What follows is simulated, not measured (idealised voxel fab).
The name of this process module is voxel tone inversion.
This is section cut - it's 145 nm across, gridded in 5 nm square cells.
Throughout this document, each cross-section is represented as a grid of square cells and is presented as a sequence of bands enumerated from the top downward, where a band comprises one or more rows of cells.
Heights first: top, then bottom, in nm. Then materials, left to right, each with a width in nm. "everywhere" on a single material: fills the band edge to edge. "blank": empty space.
Ref level 0: as-received wafer is one material below here. Bottom band extends down with no lower bound ("0 nm and below").
The notation "30..40" denotes a width that varies across the rows of cells in the band, beginning at the first number in the top row, finishing at the second number in the bottom row, and changing by an identical amount from each row to the next.
You'll sometimes find "stayed the same" written for a step, and that's the way of saying that nowhere in the cross-section did a cell change during that step.
In "Fully enclosed voids" the enclosed voids are listed, meaning empty spaces of 8 cells or larger without any opening to the top. The form is width x height at distance, distance from the left edge, units nm.
On each step's line, the part that comes after the settings is the simulator's own comment on the step.
"overlay nm" on a masked step: distance the mask lay right of its planned place, negative for left.

**The following list gives the planned process steps**
step 1: RECEIVE,material Si
step 2: CONFORMAL_DEP,material SiCN,thk nm 10
step 3: DIRECTIONAL_DEP,material polySi,thk nm 15
step 4: PATTERN,tone cover,mask id POSTS,material resist,width nm 15,pitch nm 40,thk nm 25,overlay nm 0
step 5: DIRECTIONAL_ETCH,etch materials polySi,depth nm 15
step 6: STRIP,etch materials resist
step 7: FILL_DEP,material lowk,thk nm 5
step 8: CMP,height nm 25
step 9: STRIP,etch materials polySi
step 10: CONFORMAL_DEP,material TiN,thk nm 5
step 11: FILL_DEP,material Cu,thk nm 10
step 12: CMP,height nm 25
step 13: CONFORMAL_DEP,material SiN,thk nm 5
The wafers are alike at the start. At step 4, their width nm differs. The plan lists the first wafer's value.

**Cross-section of the first of several wafers on receipt, reflecting completion of step 1**
0 nm and below: Si everywhere
Fully enclosed voids: none

**End-of-module cross-section, first of several wafers, after last step 13**
30 nm to 25 nm: SiN everywhere
25 nm to 15 nm: lowk (25) / TiN (5) / Cu (5) / TiN (5) / lowk (25) / TiN (5) / Cu (5) / TiN (5) / lowk (25) / TiN (5) / Cu (5) / TiN (5) / lowk (25)
15 nm to 10 nm: lowk (25) / TiN (15) / lowk (25) / TiN (15) / lowk (25) / TiN (15) / lowk (25)
10 nm to 0 nm: SiCN everywhere
0 nm and below: Si everywhere
Fully enclosed voids: none

**Last wafer of the set, cross-sectioned at end of module**
30 nm to 25 nm: SiN everywhere
25 nm to 15 nm: lowk (20) / TiN (5) / Cu (15) / TiN (5) / lowk (15) / TiN (5) / Cu (15) / TiN (5) / lowk (15) / TiN (5) / Cu (15) / TiN (5) / lowk (20)
15 nm to 10 nm: lowk (20) / TiN (25) / lowk (15) / TiN (25) / lowk (15) / TiN (25) / lowk (20)
10 nm to 0 nm: SiCN everywhere
0 nm and below: Si everywhere
Fully enclosed voids: none

**wafer rows; end of module; cells per material since receipt: (+) gained, (-) lost; then closed voids**
width nm 15 | +6 Cu | +58 SiCN | +29 SiN | +21 TiN | +60 lowk | Fully enclosed voids: none
width nm 20 | +12 Cu | +58 SiCN | +29 SiN | +24 TiN | +51 lowk | Fully enclosed voids: none
width nm 25 | +18 Cu | +58 SiCN | +29 SiN | +27 TiN | +42 lowk | Fully enclosed voids: none
